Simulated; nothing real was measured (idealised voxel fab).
Process module, titled voxel spacer lines
The figure presents cross-section cut, which has a width of 160 nm and is divided into square cells with an edge length of 5 nm.
Each cross-section below is a grid of square cells, stated as bands in top-down order, with one or more rows of cells making up each band. Look at the band entry: it leads with the top's height and the bottom's height in nm. Then it lists the materials left to right, with a width in nm for each. The word "edge to edge" on a single material says that material fills the band edge to edge. The word "blank" is empty space. It should be noted that heights are counted from 0, beneath which the wafer as supplied is of one material throughout, and that the lowest band possesses no lower boundary but continues downward, as written in "from 0 down". Note: "30->40" means the width goes from the first number (top row of the band) to the second number (bottom row) in equal steps per row of cells. Step note "no modifications" = no cross-section cell changed. Under "Unvented cavities" you'll find the enclosed gaps, the ones with no way out to the top, that are 8 cells or bigger; each reads width x height at distance, with distance counted from the left edge, everything in nm. On each step's line, the part that comes after the settings is the simulator's own comment on the step. When a step includes a mask, the "overlay nm" setting on its line states how far to the right of its planned place that mask lay, and negative values state how far to the left.

**This section lists the process steps that were planned**
| 1 | RECEIVE,material Si |
| 2 | CONFORMAL_DEP,material Al2O3,thk nm 5 |
| 3 | DIRECTIONAL_DEP,material W,thk nm 15 |
| 4 | DIRECTIONAL_DEP,material aC,thk nm 20 |
| 5 | PATTERN,tone cover,mask id MANDREL,material resist,width nm 20,pitch nm 60,thk nm 25,overlay nm 0 |
| 6 | DIRECTIONAL_ETCH,etch materials aC,depth nm 20 |
| 7 | STRIP,etch materials resist |
| 8 | CONFORMAL_DEP,material SiO2,thk nm 10 |
| 9 | DIRECTIONAL_ETCH,etch materials SiO2,depth nm 10 |
| 10 | STRIP,etch materials aC |
| 11 | DIRECTIONAL_ETCH,etch materials W,depth nm 15 |
| 12 | STRIP,etch materials SiO2 |

**As-received state of the wafer in cross-section, equivalent to post-step 1**
  from 0 down = Si edge to edge
  Unvented cavities: none

**Looking at the first of two wafers in cross-section at end of module - ran to plan**
  from 20 to 5 = 30 of blank, then 10 of W, then 20 of blank, then 10 of W, then 20 of blank, then 10 of W, then 20 of blank, then 10 of W, then 30 of blank
  from 5 to 0 = Al2O3 edge to edge
  from 0 down = Si edge to edge
  Unvented cavities: none

**Cross-sectional view: second of two wafers, end of module; start and plan identical to the first, one mistake in running**
  from 15 to 0 = 30 of blank, then 10 of W, then 20 of blank, then 10 of W, then 20 of blank, then 10 of W, then 20 of blank, then 10 of W, then 30 of blank
  from 0 down = Si edge to edge
  Unvented cavities: none
Misprocessing identified: the plan's step 2 was left out and never carried out
Looking at both finished wafers in cells, the second ends up ahead of or behind the first on some materials: 32 fewer of Al2O3
